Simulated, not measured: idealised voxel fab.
process module | voxel self aligned vias
cross-section cut | 260 nm wide | cells 5 nm
A cross-section is a grid of square cells, given in bands from the top down. A band is one or more rows of cells.
Each band's line starts with the height of the band's top and of its bottom, in nm. Then come its materials from left to right, each with its width in nm. One material with "throughout" fills the band from edge to edge. "air" is empty space.
Height 0 is the level under which the wafer as received is all one material. The lowest band goes on downwards, as in "0 down".
A width such as "30 to 40" changes by the same amount from each row of cells to the next, from the band's top row to its bottom row.
"no change" after a step means that no cell of the cross-section changed.
closed voids: empty space of 8 cells or more with no open way to the top, each as width x height at its distance from the left edge, in nm
after a step's settings: what the simulator itself notes on the step
overlay nm, on a step with a mask: how far to the right of its planned place the mask lay; to the left if negative
plan
1 op RECEIVE | material Si
2 op CONFORMAL_DEP | material SiO2 | thk nm 15
3 op CONFORMAL_DEP | material SiCN | thk nm 5
4 op DIRECTIONAL_DEP | material lowk | thk nm 25
5 op DIRECTIONAL_DEP | material aC | thk nm 10
6 op PATTERN | tone open | mask id LINES | material resist | width nm 30 | pitch nm 65 | thk nm 25 | overlay nm 0
7 op DIRECTIONAL_ETCH | etch materials aC | depth nm 10
8 op STRIP | etch materials resist
9 op DIRECTIONAL_ETCH | etch materials lowk | depth nm 25
10 op STRIP | etch materials aC
11 op CONFORMAL_DEP | material TiN | thk nm 5
12 op FILL_DEP | material W | thk nm 5
13 op CMP | height nm 45
14 op SELECTIVE_ETCH | etch materials W Ru TiN | depth nm 5
15 op FILL_DEP | material SiN | thk nm 10
16 op CMP | height nm 45
17 op DIRECTIONAL_DEP | material lowk | thk nm 15
18 op PATTERN | tone open | mask id VIAS | material resist | width nm 50 | pitch nm 65 | thk nm 15 | overlay nm 0
19 op DIRECTIONAL_ETCH | etch materials lowk | depth nm 15
20 op DIRECTIONAL_ETCH | etch materials SiN | depth nm 10
21 op STRIP | etch materials resist
22 op CONFORMAL_DEP | material TiN | thk nm 5
23 op FILL_DEP | material Ru | thk nm 10
24 op CMP | height nm 60
25 op CONFORMAL_DEP | material SiCN | thk nm 5
varied across the wafers: depth nm of step 14. The plan shows the first wafer's value. All wafers start alike
first wafer as received, after step 1
  0 down: Si throughout
  closed voids: none
first wafer at the end, after step 25
  65 to 60: SiCN throughout
  60 to 50: lowk 70 | TiN 5 | Ru 40 | TiN 5 | lowk 15 | TiN 5 | Ru 40 | TiN 5 | lowk 75
  50 to 45: lowk 70 | TiN 15 | Ru 20 | TiN 15 | lowk 15 | TiN 15 | Ru 20 | TiN 15 | lowk 75
  45 to 40: lowk 80 | TiN 30 | lowk 35 | TiN 30 | lowk 85
  40 to 25: lowk 80 | TiN 5 | W 20 | TiN 5 | lowk 35 | TiN 5 | W 20 | TiN 5 | lowk 85
  25 to 20: lowk 80 | TiN 30 | lowk 35 | TiN 30 | lowk 85
  20 to 15: SiCN throughout
  15 to 0: SiO2 throughout
  0 down: Si throughout
  closed voids: none
last wafer at the end
  65 to 60: SiCN throughout
  60 to 50: lowk 70 | TiN 5 | Ru 40 | TiN 5 | lowk 15 | TiN 5 | Ru 40 | TiN 5 | lowk 75
  50 to 40: lowk 70 to 80 | TiN 15 to 5 | Ru 20 | TiN 15 to 5 | lowk 15 to 35 | TiN 15 to 5 | Ru 20 | TiN 15 to 5 | lowk 75 to 85
  40 to 35: lowk 80 | TiN 30 | lowk 35 | TiN 30 | lowk 85
  35 to 20: lowk 80 | SiN 30 | lowk 35 | SiN 30 | lowk 85
  20 to 15: SiCN throughout
  15 to 0: SiO2 throughout
  0 down: Si throughout
  closed voids: none
each wafer at the end: cells of each material gained (+) or lost (-) since it was received, then its closed voids
depth nm 5 | +40 Ru | +104 SiCN | +156 SiO2 | +56 TiN | +24 W | +296 lowk | closed voids: none
depth nm 10 | +48 Ru | +104 SiCN | +156 SiO2 | +56 TiN | +16 W | +296 lowk | closed voids: none
depth nm 15 | +48 Ru | +104 SiCN | +12 SiN | +156 SiO2 | +52 TiN | +8 W | +296 lowk | closed voids: none
depth nm 20 | +48 Ru | +104 SiCN | +24 SiN | +156 SiO2 | +48 TiN | +296 lowk | closed voids: none
depth nm 25 | +48 Ru | +104 SiCN | +36 SiN | +156 SiO2 | +36 TiN | +296 lowk | closed voids: none
